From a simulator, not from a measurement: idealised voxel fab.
Name of the process module below: voxel capacitor over wiring
Section cut is 210 nm wide and gridded with 5 nm square cells.
Cross-section format: a grid of square cells, given as bands from top to bottom; each band is one or more rows of cells.
Band entry format. Leading values: height of top, height of bottom, nm. Remainder: materials in left-to-right order, each with its width in nm. Special words: "all across" on a single material, which then fills the band edge to edge; "empty", empty space.
It should be noted that heights are counted from 0, beneath which the wafer as supplied is of one material throughout, and that the lowest band possesses no lower boundary but continues downward, as written in "0 down".
A width such as "30 to 40" changes by the same amount from each row of cells to the next, from the band's top row to its bottom row.
Key: "nothing changed" - step with no changed cell in the cross-section.
Heads up: "Enclosed void entries" only lists the empty pockets with no open path to the top that are 8 cells or more, and it writes them as width x height at distance, distance from the left edge, in nm.
Text after the settings on a step's line: the simulator's own remark on that step.
On any step carrying a mask, the "overlay nm" setting, if present on the step's line, tells how far right of its planned place the mask lay; negative values point to the left.

The following list gives the planned process steps
step 1: RECEIVE, material Si
step 2: CONFORMAL_DEP, material SiO2, thk nm 10
step 3: CONFORMAL_DEP, material SiCN, thk nm 5
step 4: DIRECTIONAL_DEP, material SiO2, thk nm 15
step 5: PATTERN, tone open, mask id METAL_1, material resist, width nm 30, pitch nm 95, thk nm 20, overlay nm 0
step 6: DIRECTIONAL_ETCH, etch materials SiO2, depth nm 15
step 7: DIRECTIONAL_ETCH, etch materials SiCN, depth nm 5
step 8: STRIP, etch materials resist
step 9: CONFORMAL_DEP, material TiN, thk nm 5
step 10: FILL_DEP, material Cu, thk nm 5
step 11: CMP, height nm 30
step 12: CONFORMAL_DEP, material SiCN, thk nm 5
step 13: DIRECTIONAL_DEP, material lowk, thk nm 20
step 14: PATTERN, tone open, mask id PLUG_1, material resist, width nm 15, thk nm 15, overlay nm 0
step 15: DIRECTIONAL_ETCH, etch materials lowk, depth nm 20
step 16: DIRECTIONAL_ETCH, etch materials SiCN, depth nm 5
step 17: STRIP, etch materials resist
step 18: EPI, material Ru, thk nm 10
step 19: EPI, material Ru, thk nm 10
step 20: EPI, material Ru, thk nm 5
step 21: DIRECTIONAL_DEP, material TiN, thk nm 5
step 22: DIRECTIONAL_DEP, material HfO2, thk nm 5
step 23: DIRECTIONAL_DEP, material TiN, thk nm 5
step 24: MASKED_ETCH, tone cover, mask id UPPER_PLATE, width nm 70, etch materials TiN, depth nm 5, overlay nm 0
step 25: MASKED_ETCH, tone cover, mask id UPPER_PLATE, width nm 70, etch materials HfO2, depth nm 5, overlay nm 0
step 26: MASKED_ETCH, tone cover, mask id LOWER_PLATE, width nm 80, etch materials TiN, depth nm 5, overlay nm 0
step 27: FILL_DEP, material SiO2, thk nm 15
step 28: CMP, height nm 80
step 29: DIRECTIONAL_DEP, material aC, thk nm 15
step 30: PATTERN, tone open, mask id PLUG_2, material resist, width nm 15, thk nm 30, overlay nm 0
step 31: DIRECTIONAL_ETCH, etch materials aC, depth nm 15
step 32: STRIP, etch materials resist
step 33: DIRECTIONAL_ETCH, etch materials SiO2, depth nm 10
step 34: STRIP, etch materials aC
step 35: CONFORMAL_DEP, material TiN, thk nm 5
step 36: FILL_DEP, material W, thk nm 5
step 37: CMP, height nm 80
step 38: CONFORMAL_DEP, material SiN, thk nm 5

Account of the first of two wafers, which was processed as intended

This is the cross-section of the wafer as we received it, i.e. after step 1
	0 down | Si all across
	Enclosed void entries: none

The wafer, seen in cross-section, after step 2
	10 to 0 | SiO2 all across
	Everything below 0 is unchanged.

The wafer, seen in cross-section, after step 3
	15 to 10 | SiCN all across
	Everything below 10 is unchanged.

The wafer, seen in cross-section, after step 4
	30 to 15 | SiO2 all across
	Everything below 15 is unchanged.

The wafer, seen in cross-section, after step 5
	50 to 30 | resist 40, empty 30, resist 65, empty 30, resist 45
	Everything below 30 is unchanged.

The wafer, seen in cross-section, after step 6
	50 to 30 | resist 40, empty 30, resist 65, empty 30, resist 45
	30 to 15 | SiO2 40, empty 30, SiO2 65, empty 30, SiO2 45
	Everything below 15 is unchanged.

The wafer, seen in cross-section, after step 7
	50 to 30 | resist 40, empty 30, resist 65, empty 30, resist 45
	30 to 15 | SiO2 40, empty 30, SiO2 65, empty 30, SiO2 45
	15 to 10 | SiCN 40, empty 30, SiCN 65, empty 30, SiCN 45
	Everything below 10 is unchanged.

The wafer, seen in cross-section, after step 8
	30 to 15 | SiO2 40, empty 30, SiO2 65, empty 30, SiO2 45
	Everything below 15 is unchanged.

The wafer, seen in cross-section, after step 9
	35 to 30 | TiN 45, empty 20, TiN 75, empty 20, TiN 50
	30 to 15 | SiO2 40, TiN 5, empty 20, TiN 5, SiO2 65, TiN 5, empty 20, TiN 5, SiO2 45
	15 to 10 | SiCN 40, TiN 30, SiCN 65, TiN 30, SiCN 45
	Everything below 10 is unchanged.

The wafer, seen in cross-section, after step 10
	40 to 35 | Cu all across
	35 to 30 | TiN 45, Cu 20, TiN 75, Cu 20, TiN 50
	30 to 15 | SiO2 40, TiN 5, Cu 20, TiN 5, SiO2 65, TiN 5, Cu 20, TiN 5, SiO2 45
	Everything below 15 is unchanged.

The wafer, seen in cross-section, after step 11
	30 to 15 | SiO2 40, TiN 5, Cu 20, TiN 5, SiO2 65, TiN 5, Cu 20, TiN 5, SiO2 45
	Everything below 15 is unchanged.

The wafer, seen in cross-section, after step 12
	35 to 30 | SiCN all across
	Everything below 30 is unchanged.

The wafer, seen in cross-section, after step 13
	55 to 35 | lowk all across
	Everything below 35 is unchanged.

The wafer, seen in cross-section, after step 14
	70 to 55 | resist 55, empty 15, resist 140
	Everything below 55 is unchanged.

The wafer, seen in cross-section, after step 15
	70 to 55 | resist 55, empty 15, resist 140
	55 to 35 | lowk 55, empty 15, lowk 140
	Everything below 35 is unchanged.

The wafer, seen in cross-section, after step 16
	70 to 55 | resist 55, empty 15, resist 140
	55 to 35 | lowk 55, empty 15, lowk 140
	35 to 30 | SiCN 55, empty 15, SiCN 140
	Everything below 30 is unchanged.

The wafer, seen in cross-section, after step 17
	55 to 35 | lowk 55, empty 15, lowk 140
	Everything below 35 is unchanged.

The wafer, seen in cross-section, after step 18
	55 to 40 | lowk 55, empty 15, lowk 140
	40 to 35 | lowk 55, Ru 15, lowk 140
	35 to 30 | SiCN 55, Ru 15, SiCN 140
	Everything below 30 is unchanged.

The wafer, seen in cross-section, after step 19
	55 to 50 | lowk 55, empty 15, lowk 140
	50 to 35 | lowk 55, Ru 15, lowk 140
	Everything below 35 is unchanged.

The wafer, seen in cross-section, after step 20
	55 to 35 | lowk 55, Ru 15, lowk 140
	Everything below 35 is unchanged.

The wafer, seen in cross-section, after step 21
	60 to 55 | TiN all across
	Everything below 55 is unchanged.

The wafer, seen in cross-section, after step 22
	65 to 60 | HfO2 all across
	Everything below 60 is unchanged.

The wafer, seen in cross-section, after step 23
	70 to 65 | TiN all across
	Everything below 65 is unchanged.

The wafer, seen in cross-section, after step 24
	70 to 65 | empty 55, TiN 70, empty 85
	Everything below 65 is unchanged.

The wafer, seen in cross-section, after step 25
	70 to 65 | empty 55, TiN 70, empty 85
	65 to 60 | empty 55, HfO2 70, empty 85
	Everything below 60 is unchanged.

The wafer, seen in cross-section, after step 26
	70 to 65 | empty 55, TiN 70, empty 85
	65 to 60 | empty 55, HfO2 70, empty 85
	60 to 55 | empty 50, TiN 80, empty 80
	Everything below 55 is unchanged.

The wafer, seen in cross-section, after step 27
	85 to 70 | SiO2 all across
	70 to 65 | SiO2 55, TiN 70, SiO2 85
	65 to 60 | SiO2 55, HfO2 70, SiO2 85
	60 to 55 | SiO2 50, TiN 80, SiO2 80
	Everything below 55 is unchanged.

The wafer, seen in cross-section, after step 28
	80 to 70 | SiO2 all across
	Everything below 70 is unchanged.

The wafer, seen in cross-section, after step 29
	95 to 80 | aC all across
	Everything below 80 is unchanged.

The wafer, seen in cross-section, after step 30
	125 to 95 | resist 65, empty 15, resist 130
	Everything below 95 is unchanged.

The wafer, seen in cross-section, after step 31
	110 to 95 | resist 65, empty 15, resist 130
	95 to 80 | aC 65, empty 15, aC 130
	Everything below 80 is unchanged.

The wafer, seen in cross-section, after step 32
	95 to 80 | aC 65, empty 15, aC 130
	Everything below 80 is unchanged.

The wafer, seen in cross-section, after step 33
	95 to 80 | aC 65, empty 15, aC 130
	80 to 70 | SiO2 65, empty 15, SiO2 130
	Everything below 70 is unchanged.

The wafer, seen in cross-section, after step 34
	80 to 70 | SiO2 65, empty 15, SiO2 130
	Everything below 70 is unchanged.

The wafer, seen in cross-section, after step 35
	85 to 80 | TiN 70, empty 5, TiN 135
	80 to 75 | SiO2 65, TiN 5, empty 5, TiN 5, SiO2 130
	75 to 65 | SiO2 65 to 55, TiN 15 to 70, SiO2 130 to 85
	Everything below 65 is unchanged.

The wafer, seen in cross-section, after step 36
	90 to 85 | W all across
	85 to 80 | TiN 70, W 5, TiN 135
	80 to 75 | SiO2 65, TiN 5, W 5, TiN 5, SiO2 130
	Everything below 75 is unchanged.

The wafer, seen in cross-section, after step 37
	80 to 75 | SiO2 65, TiN 5, W 5, TiN 5, SiO2 130
	Everything below 75 is unchanged.

The wafer, seen in cross-section, after step 38
	85 to 80 | SiN all across
	Everything below 80 is unchanged.

Wafer two: like wafer one in start and plan, but with one mistake in execution; identical up to and including step 26

Second wafer, cut view, end of step 27 per plan
	85 to 70 | Ru all across
	70 to 65 | Ru 55, TiN 70, Ru 85
	65 to 60 | Ru 55, HfO2 70, Ru 85
	60 to 55 | Ru 50, TiN 80, Ru 80
	Everything below 55 is unchanged.

Second wafer, cut view, end of step 28 per plan
	80 to 70 | Ru all across
	Everything below 70 is unchanged.

Second wafer, cut view, end of step 29 per plan
	95 to 80 | aC all across
	Everything below 80 is unchanged.

Second wafer, cut view, end of step 30 per plan
	125 to 95 | resist 65, empty 15, resist 130
	Everything below 95 is unchanged.

Second wafer, cut view, end of step 31 per plan
	110 to 95 | resist 65, empty 15, resist 130
	95 to 80 | aC 65, empty 15, aC 130
	Everything below 80 is unchanged.

Second wafer, cut view, end of step 32 per plan
	95 to 80 | aC 65, empty 15, aC 130
	Everything below 80 is unchanged.

Second wafer, cut view, end of step 33 per plan: nothing changed

Second wafer, cut view, end of step 34 per plan
	80 to 70 | Ru all across
	Everything below 70 is unchanged.

Second wafer, cut view, end of step 35 per plan
	85 to 80 | TiN all across
	Everything below 80 is unchanged.

Second wafer, cut view, end of step 36 per plan
	90 to 85 | W all across
	Everything below 85 is unchanged.

Second wafer, cut view, end of step 37 per plan
	80 to 70 | Ru all across
	Everything below 70 is unchanged.

Second wafer, cut view, end of step 38 per plan
	85 to 80 | SiN all across
	Everything below 80 is unchanged.
So what did we get wrong on this run? contrary to plan, step 27 was performed as FILL_DEP, material Ru, thk nm 15
Final cells, second wafer relative to first, materials higher or lower: 166 more of Ru | 160 fewer of SiO2 | 5 fewer of TiN | 1 fewer of W
